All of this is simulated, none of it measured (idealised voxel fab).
Process module name: voxel capacitor over wiring
In the cross-section labelled cut, the width is 160 nm and each square cell is 5 nm.
Reading order for cross-sections: top band down to bottom band. Underlying form: a grid of square cells. Band size: one or more rows of cells.
Band: top height; bottom height; in nm. Then, left to right: material with width in nm, for each material. "throughout": a single material spanning edge to edge. "empty": empty space.
Convention: height 0 is the level below which the wafer, as received, is all one material. The lowest band does not terminate at the bottom but continues downward, represented as "from 0 down".
With a width like "30->40", each row of cells in the band differs from the next by the same amount, the top row carrying the first number and the bottom row the second.
The cross-section has no changed cell in any step marked "nothing altered".
Entry "Enclosed void listing". Content: empty spaces with no open connection to the top, size 8 cells or greater. Each: width x height at distance. Distance: from left edge. Unit: nm.
Formally, on a step line, whatever follows the settings is a remark that the simulator itself makes on the step.
The optional step-line setting "overlay nm" applies to steps with a mask and quantifies how far to the right of its planned location the mask lay, a negative value indicating leftward placement.
These are the steps we planned for the process
1. RECEIVE (material Si)
2. CONFORMAL_DEP (material SiO2; thk nm 10)
3. CONFORMAL_DEP (material SiCN; thk nm 5)
4. DIRECTIONAL_DEP (material lowk; thk nm 15)
5. PATTERN (tone open; mask id METAL_1; material resist; width nm 20; pitch nm 85; thk nm 20; overlay nm 0)
6. DIRECTIONAL_ETCH (etch materials lowk; depth nm 15)
7. DIRECTIONAL_ETCH (etch materials SiCN; depth nm 5)
8. STRIP (etch materials resist)
9. CONFORMAL_DEP (material TiN; thk nm 5)
10. FILL_DEP (material Cu; thk nm 5)
11. CMP (height nm 30)
12. EPI (material Ru; thk nm 5)
13. FILL_DEP (material SiCN; thk nm 5)
14. DIRECTIONAL_DEP (material lowk; thk nm 10)
15. PATTERN (tone open; mask id PLUG_1; material resist; width nm 15; thk nm 15; overlay nm 0)
16. DIRECTIONAL_ETCH (etch materials lowk; depth nm 10)
17. DIRECTIONAL_ETCH (etch materials SiCN; depth nm 5)
18. STRIP (etch materials resist)
19. EPI (material Ru; thk nm 10)
20. EPI (material Ru; thk nm 5)
21. DIRECTIONAL_DEP (material TiN; thk nm 10)
22. DIRECTIONAL_DEP (material SiN; thk nm 5)
23. DIRECTIONAL_DEP (material TiN; thk nm 5)
24. MASKED_ETCH (tone cover; mask id UPPER_PLATE; width nm 70; etch materials TiN; depth nm 5; overlay nm 0)
25. MASKED_ETCH (tone cover; mask id UPPER_PLATE; width nm 70; etch materials SiN; depth nm 5; overlay nm 0)
26. PATTERN (tone cover; mask id LOWER_PLATE; material resist; width nm 80; thk nm 15; overlay nm 0)
27. DIRECTIONAL_ETCH (etch materials TiN; depth nm 10)
28. STRIP (etch materials resist)
29. FILL_DEP (material SiO2; thk nm 15)
30. CMP (height nm 80)
31. MASKED_ETCH (tone open; mask id PLUG_2; width nm 15; etch materials SiO2; depth nm 10; overlay nm 0)
32. CONFORMAL_DEP (material TiN; thk nm 5)
33. FILL_DEP (material W; thk nm 10)
34. CMP (height nm 80)
35. CONFORMAL_DEP (material SiN; thk nm 5)
First out of two wafers; run went to plan
So this is the incoming wafer in cross-section - it's already been through step 1
- from 0 down | Si throughout
- Enclosed void listing: none
Upon completion of step 2, the wafer appears in cross-section as shown
- from 10 to 0 | SiO2 throughout
- Nothing below the height 0 has changed.
Upon completion of step 3, the wafer appears in cross-section as shown
- from 15 to 10 | SiCN throughout
- Nothing below the height 10 has changed.
Upon completion of step 4, the wafer appears in cross-section as shown
- from 30 to 15 | lowk throughout
- Nothing below the height 15 has changed.
Upon completion of step 5, the wafer appears in cross-section as shown
- from 50 to 30 | 25 resist; 20 empty; 65 resist; 20 empty; 30 resist
- Nothing below the height 30 has changed.
Upon completion of step 6, the wafer appears in cross-section as shown
- from 50 to 30 | 25 resist; 20 empty; 65 resist; 20 empty; 30 resist
- from 30 to 15 | 25 lowk; 20 empty; 65 lowk; 20 empty; 30 lowk
- Nothing below the height 15 has changed.
Upon completion of step 7, the wafer appears in cross-section as shown
- from 50 to 30 | 25 resist; 20 empty; 65 resist; 20 empty; 30 resist
- from 30 to 15 | 25 lowk; 20 empty; 65 lowk; 20 empty; 30 lowk
- from 15 to 10 | 25 SiCN; 20 empty; 65 SiCN; 20 empty; 30 SiCN
- Nothing below the height 10 has changed.
Upon completion of step 8, the wafer appears in cross-section as shown
- from 30 to 15 | 25 lowk; 20 empty; 65 lowk; 20 empty; 30 lowk
- Nothing below the height 15 has changed.
Upon completion of step 9, the wafer appears in cross-section as shown
- from 35 to 30 | 30 TiN; 10 empty; 75 TiN; 10 empty; 35 TiN
- from 30 to 15 | 25 lowk; 5 TiN; 10 empty; 5 TiN; 65 lowk; 5 TiN; 10 empty; 5 TiN; 30 lowk
- from 15 to 10 | 25 SiCN; 20 TiN; 65 SiCN; 20 TiN; 30 SiCN
- Nothing below the height 10 has changed.
Upon completion of step 10, the wafer appears in cross-section as shown
- from 40 to 35 | Cu throughout
- from 35 to 30 | 30 TiN; 10 Cu; 75 TiN; 10 Cu; 35 TiN
- from 30 to 15 | 25 lowk; 5 TiN; 10 Cu; 5 TiN; 65 lowk; 5 TiN; 10 Cu; 5 TiN; 30 lowk
- Nothing below the height 15 has changed.
Upon completion of step 11, the wafer appears in cross-section as shown
- from 30 to 15 | 25 lowk; 5 TiN; 10 Cu; 5 TiN; 65 lowk; 5 TiN; 10 Cu; 5 TiN; 30 lowk
- Nothing below the height 15 has changed.
Upon completion of step 12, the wafer appears in cross-section as shown
- from 35 to 30 | 20 empty; 30 Ru; 55 empty; 30 Ru; 25 empty
- Nothing below the height 30 has changed.
Upon completion of step 13, the wafer appears in cross-section as shown
- from 40 to 35 | SiCN throughout
- from 35 to 30 | 20 SiCN; 30 Ru; 55 SiCN; 30 Ru; 25 SiCN
- Nothing below the height 30 has changed.
Upon completion of step 14, the wafer appears in cross-section as shown
- from 50 to 40 | lowk throughout
- Nothing below the height 40 has changed.
Upon completion of step 15, the wafer appears in cross-section as shown
- from 65 to 50 | 30 resist; 15 empty; 115 resist
- Nothing below the height 50 has changed.
Upon completion of step 16, the wafer appears in cross-section as shown
- from 65 to 50 | 30 resist; 15 empty; 115 resist
- from 50 to 40 | 30 lowk; 15 empty; 115 lowk
- Nothing below the height 40 has changed.
Upon completion of step 17, the wafer appears in cross-section as shown
- from 65 to 50 | 30 resist; 15 empty; 115 resist
- from 50 to 40 | 30 lowk; 15 empty; 115 lowk
- from 40 to 35 | 30 SiCN; 15 empty; 115 SiCN
- Nothing below the height 35 has changed.
Upon completion of step 18, the wafer appears in cross-section as shown
- from 50 to 40 | 30 lowk; 15 empty; 115 lowk
- Nothing below the height 40 has changed.
Upon completion of step 19, the wafer appears in cross-section as shown
- from 50 to 45 | 30 lowk; 15 empty; 115 lowk
- from 45 to 40 | 30 lowk; 15 Ru; 115 lowk
- from 40 to 35 | 30 SiCN; 15 Ru; 115 SiCN
- Nothing below the height 35 has changed.
Upon completion of step 20, the wafer appears in cross-section as shown
- from 50 to 40 | 30 lowk; 15 Ru; 115 lowk
- Nothing below the height 40 has changed.
Upon completion of step 21, the wafer appears in cross-section as shown
- from 60 to 50 | TiN throughout
- Nothing below the height 50 has changed.
Upon completion of step 22, the wafer appears in cross-section as shown
- from 65 to 60 | SiN throughout
- Nothing below the height 60 has changed.
Upon completion of step 23, the wafer appears in cross-section as shown
- from 70 to 65 | TiN throughout
- Nothing below the height 65 has changed.
Upon completion of step 24, the wafer appears in cross-section as shown
- from 70 to 65 | 30 empty; 70 TiN; 60 empty
- Nothing below the height 65 has changed.
Upon completion of step 25, the wafer appears in cross-section as shown
- from 70 to 65 | 30 empty; 70 TiN; 60 empty
- from 65 to 60 | 30 empty; 70 SiN; 60 empty
- Nothing below the height 60 has changed.
Upon completion of step 26, the wafer appears in cross-section as shown
- from 85 to 70 | 25 empty; 80 resist; 55 empty
- from 70 to 65 | 25 empty; 5 resist; 70 TiN; 5 resist; 55 empty
- from 65 to 60 | 25 empty; 5 resist; 70 SiN; 5 resist; 55 empty
- Nothing below the height 60 has changed.
Upon completion of step 27, the wafer appears in cross-section as shown
- from 85 to 70 | 25 empty; 80 resist; 55 empty
- from 70 to 65 | 25 empty; 5 resist; 70 TiN; 5 resist; 55 empty
- from 65 to 60 | 25 empty; 5 resist; 70 SiN; 5 resist; 55 empty
- from 60 to 50 | 25 empty; 80 TiN; 55 empty
- Nothing below the height 50 has changed.
Upon completion of step 28, the wafer appears in cross-section as shown
- from 70 to 65 | 30 empty; 70 TiN; 60 empty
- from 65 to 60 | 30 empty; 70 SiN; 60 empty
- Nothing below the height 60 has changed.
Upon completion of step 29, the wafer appears in cross-section as shown
- from 85 to 70 | SiO2 throughout
- from 70 to 65 | 30 SiO2; 70 TiN; 60 SiO2
- from 65 to 60 | 30 SiO2; 70 SiN; 60 SiO2
- from 60 to 50 | 25 SiO2; 80 TiN; 55 SiO2
- Nothing below the height 50 has changed.
Upon completion of step 30, the wafer appears in cross-section as shown
- from 80 to 70 | SiO2 throughout
- Nothing below the height 70 has changed.
Upon completion of step 31, the wafer appears in cross-section as shown
- from 80 to 70 | 40 SiO2; 15 empty; 105 SiO2
- Nothing below the height 70 has changed.
Upon completion of step 32, the wafer appears in cross-section as shown
- from 85 to 80 | 45 TiN; 5 empty; 110 TiN
- from 80 to 75 | 40 SiO2; 5 TiN; 5 empty; 5 TiN; 105 SiO2
- from 75 to 65 | 40->30 SiO2; 15->70 TiN; 105->60 SiO2
- Nothing below the height 65 has changed.
Upon completion of step 33, the wafer appears in cross-section as shown
- from 95 to 85 | W throughout
- from 85 to 80 | 45 TiN; 5 W; 110 TiN
- from 80 to 75 | 40 SiO2; 5 TiN; 5 W; 5 TiN; 105 SiO2
- Nothing below the height 75 has changed.
Upon completion of step 34, the wafer appears in cross-section as shown
- from 80 to 75 | 40 SiO2; 5 TiN; 5 W; 5 TiN; 105 SiO2
- Nothing below the height 75 has changed.
Upon completion of step 35, the wafer appears in cross-section as shown
- from 85 to 80 | SiN throughout
- Nothing below the height 80 has changed.
Second wafer, same starting conditions and recipe as the first, one mistake in executing it, nothing differs from the first up to and including step 25
The second wafer cut through, at the time step 26 was supposed to be finished
- from 85 to 70 | 25 resist; 80 empty; 55 resist
- from 70 to 65 | 25 resist; 5 empty; 70 TiN; 5 empty; 55 resist
- from 65 to 60 | 25 resist; 5 empty; 70 SiN; 5 empty; 55 resist
- Nothing below the height 60 has changed.
The second wafer cut through, at the time step 27 was supposed to be finished
- from 85 to 65 | 25 resist; 80 empty; 55 resist
- from 65 to 60 | 25 resist; 5 empty; 70 SiN; 5 empty; 55 resist
- from 60 to 50 | 25 TiN; 5 empty; 70 TiN; 5 empty; 55 TiN
- Nothing below the height 50 has changed.
The second wafer cut through, at the time step 28 was supposed to be finished
- from 65 to 60 | 30 empty; 70 SiN; 60 empty
- Nothing below the height 60 has changed.
The second wafer cut through, at the time step 29 was supposed to be finished
- from 80 to 65 | SiO2 throughout
- from 65 to 60 | 30 SiO2; 70 SiN; 60 SiO2
- from 60 to 50 | 25 TiN; 5 SiO2; 70 TiN; 5 SiO2; 55 TiN
- Nothing below the height 50 has changed.
The second wafer cut through, at the time step 30 was supposed to be finished: nothing altered
The second wafer cut through, at the time step 31 was supposed to be finished
- from 80 to 70 | 40 SiO2; 15 empty; 105 SiO2
- Nothing below the height 70 has changed.
The second wafer cut through, at the time step 32 was supposed to be finished
- from 85 to 80 | 45 TiN; 5 empty; 110 TiN
- from 80 to 75 | 40 SiO2; 5 TiN; 5 empty; 5 TiN; 105 SiO2
- from 75 to 70 | 40 SiO2; 15 TiN; 105 SiO2
- Nothing below the height 70 has changed.
The second wafer cut through, at the time step 33 was supposed to be finished
- from 95 to 85 | W throughout
- from 85 to 80 | 45 TiN; 5 W; 110 TiN
- from 80 to 75 | 40 SiO2; 5 TiN; 5 W; 5 TiN; 105 SiO2
- Nothing below the height 75 has changed.
The second wafer cut through, at the time step 34 was supposed to be finished
- from 80 to 75 | 40 SiO2; 5 TiN; 5 W; 5 TiN; 105 SiO2
- Nothing below the height 75 has changed.
The second wafer cut through, at the time step 35 was supposed to be finished
- from 85 to 80 | SiN throughout
- Nothing below the height 80 has changed.
The plan and the run diverged here: not per plan at step 26, really ran PATTERN (tone open; mask id LOWER_PLATE; material resist; width nm 80; thk nm 15; overlay nm 0)
Upon completion, the second wafer contains, in terms of cells, a greater or smaller amount of certain materials than the first wafer: SiO2 -14; TiN +14
